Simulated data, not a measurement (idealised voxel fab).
Name of the process module below: voxel gate over fins
Cross-section cut: width 175 nm, square cells of 5 nm.
Cross-section format: a grid of square cells, given as bands from top to bottom; each band is one or more rows of cells. The band entry comprises the height of the band's top followed by the height of its bottom, expressed in nm, and subsequently the band's materials from left to right, each stated together with its width in nm. Where a single material is marked with the word "everywhere", that material fills the band from edge to edge. The word "air" represents empty space. Heights are expressed relative to 0, this being the level below which the as-received wafer comprises one material exclusively. The lowest band is unbounded in the downward direction and is denoted as in "0 down". So if you see something like "30 to 40" for the width, read it as the top row of the band sitting at the first number and the bottom row at the second, with every row in between moving by the same amount as the last. Basically "no alterations made" means that step didn't change any cell in the cross-section. Under "Enclosed cavities" you'll find the enclosed gaps, the ones with no way out to the top, that are 8 cells or bigger; each reads width x height at distance, with distance counted from the left edge, everything in nm. On a step's line, text after the settings is the simulator commenting on that step. overlay nm: mask right of planned place by this much (step with mask). Neg. = left.
# These are the steps we planned for the process
1. RECEIVE | material Si
2. CONFORMAL_DEP | material SiN | thk nm 5
3. DIRECTIONAL_DEP | material aC | thk nm 10
4. PATTERN | tone cover | mask id FINS | material resist | width nm 15 | pitch nm 40 | thk nm 25 | overlay nm 0
5. DIRECTIONAL_ETCH | etch materials aC | depth nm 10
6. STRIP | etch materials resist
7. DIRECTIONAL_ETCH | etch materials SiN | depth nm 5
8. DIRECTIONAL_ETCH | etch materials Si | depth nm 40
9. STRIP | etch materials aC
10. FILL_DEP | material SiO2 | thk nm 5
11. CMP | height nm 5
12. SELECTIVE_ETCH | etch materials SiO2 | depth nm 20
13. STRIP | etch materials SiN
14. CONFORMAL_DEP | material HfO2 | thk nm 5
15. CONFORMAL_DEP | material TiN | thk nm 5
16. FILL_DEP | material W | thk nm 15
17. CMP | height nm 20
18. CONFORMAL_DEP | material SiN | thk nm 5
# As received (post step 1): cross-section
	0 down | Si everywhere
	Enclosed cavities: none
# This is how the wafer looks in cross-section once the module is done, given the starting state and plan above and one mistake in carrying the plan out
	25 to 20 | SiN everywhere
	20 to 10 | W everywhere
	10 to 5 | W (15) / TiN (35) / W (5) / TiN (35) / W (5) / TiN (35) / W (5) / TiN (35) / W (5)
	5 to 0 | W (15) / TiN (5) / HfO2 (25) / TiN (5) / W (5) / TiN (5) / HfO2 (25) / TiN (5) / W (5) / TiN (5) / HfO2 (25) / TiN (5) / W (5) / TiN (5) / HfO2 (25) / TiN (5) / W (5)
	0 to -5 | W (15) / TiN (5) / HfO2 (5) / Si (15) / HfO2 (5) / TiN (5) / W (5) / TiN (5) / HfO2 (5) / Si (15) / HfO2 (5) / TiN (5) / W (5) / TiN (5) / HfO2 (5) / Si (15) / HfO2 (5) / TiN (5) / W (5) / TiN (5) / HfO2 (5) / Si (15) / HfO2 (5) / TiN (5) / W (5)
	-5 to -10 | TiN (20) / HfO2 (5) / Si (15) / HfO2 (5) / TiN (15) / HfO2 (5) / Si (15) / HfO2 (5) / TiN (15) / HfO2 (5) / Si (15) / HfO2 (5) / TiN (15) / HfO2 (5) / Si (15) / HfO2 (5) / TiN (10)
	-10 to -15 | HfO2 (25) / Si (15) / HfO2 (25) / Si (15) / HfO2 (25) / Si (15) / HfO2 (25) / Si (15) / HfO2 (15)
	-15 to -40 | SiO2 (25) / Si (15) / SiO2 (25) / Si (15) / SiO2 (25) / Si (15) / SiO2 (25) / Si (15) / SiO2 (15)
	-40 down | Si everywhere
	Enclosed cavities: none
Deviation noted in wafer processing: in deviation from the planned setting, step 4 was conducted as PATTERN | tone cover | mask id FINS | material resist | width nm 15 | pitch nm 40 | thk nm 25 | overlay nm 5
